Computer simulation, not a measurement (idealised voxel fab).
This is a process module. Its name is voxel lift off.
The width of the displayed cross-section, cut, is 270 nm; its cells are square, with a size of 5 nm.
The cross-sections in this document take the form of a grid made of square cells. They are written out as bands, in order from top to bottom. Each band consists of one or more rows of cells.
Each band's line starts with the height of the band's top and of its bottom, in nm. Then come its materials from left to right, each with its width in nm. One material with "edge to edge" fills the band from edge to edge. "blank" is empty space.
Basically, 0 is our baseline, since under it the wafer straight out of the box is all one material. The bottom band has no lower end and keeps on going down, so it looks like "0 down".
Top row gets the first number, bottom row gets the second, and each row in between changes by the same step: that is how a band width like "30->40" works.
Given "no alteration" for a step, no cell of the cross-section differs between before and after that step.
Empty spaces counting at least 8 cells and having no open way to the top are listed in "Enclosed void catalog". The notation width x height at distance is used for each, the distance being from the left edge and all three values in nm.
If you see something after the settings on a step's line, that's the simulator's own remark about that step.
The optional step-line setting "overlay nm" applies to steps with a mask and quantifies how far to the right of its planned location the mask lay, a negative value indicating leftward placement.

### These are the steps we planned for the process
1 RECEIVE (material Si)
2 CONFORMAL_DEP (material SiN; thk nm 5)
3 PATTERN (tone open; mask id LINES; material resist; width nm 15; pitch nm 45; thk nm 20; overlay nm 0)
4 DIRECTIONAL_DEP (material Ru; thk nm 10)
5 STRIP (etch materials resist)
6 CONFORMAL_DEP (material SiCN; thk nm 10)

### Cross-section, incoming material, after step 1
0 down | Si edge to edge
Enclosed void catalog: none

### As-planned run: cross-section of the first of two wafers at end of module
25 to 15 | blank (50) / SiCN (35) / blank (10) / SiCN (35) / blank (10) / SiCN (35) / blank (10) / SiCN (35) / blank (50)
15 to 5 | SiCN (60) / Ru (15) / SiCN (30) / Ru (15) / SiCN (30) / Ru (15) / SiCN (30) / Ru (15) / SiCN (60)
5 to 0 | SiN edge to edge
0 down | Si edge to edge
Enclosed void catalog: none

### Cross-section, second wafer: same start as the first, same plan as the first, one mistake in running it; taken at the end of the module
25 to 15 | blank (50) / SiCN (40) / blank (5) / SiCN (40) / blank (5) / SiCN (40) / blank (5) / SiCN (40) / blank (45)
15 to 5 | SiCN (60) / Ru (20) / SiCN (25) / Ru (20) / SiCN (25) / Ru (20) / SiCN (25) / Ru (20) / SiCN (55)
5 to 0 | SiN edge to edge
0 down | Si edge to edge
Enclosed void catalog: none
The mistake made against the process plan was this: step 3 did not use the planned setting and instead ran as PATTERN (tone open; mask id LINES; material resist; width nm 20; pitch nm 45; thk nm 20; overlay nm 0)
Wafer comparison, final, in cells, second relative to first, materials more or fewer: +8 Ru
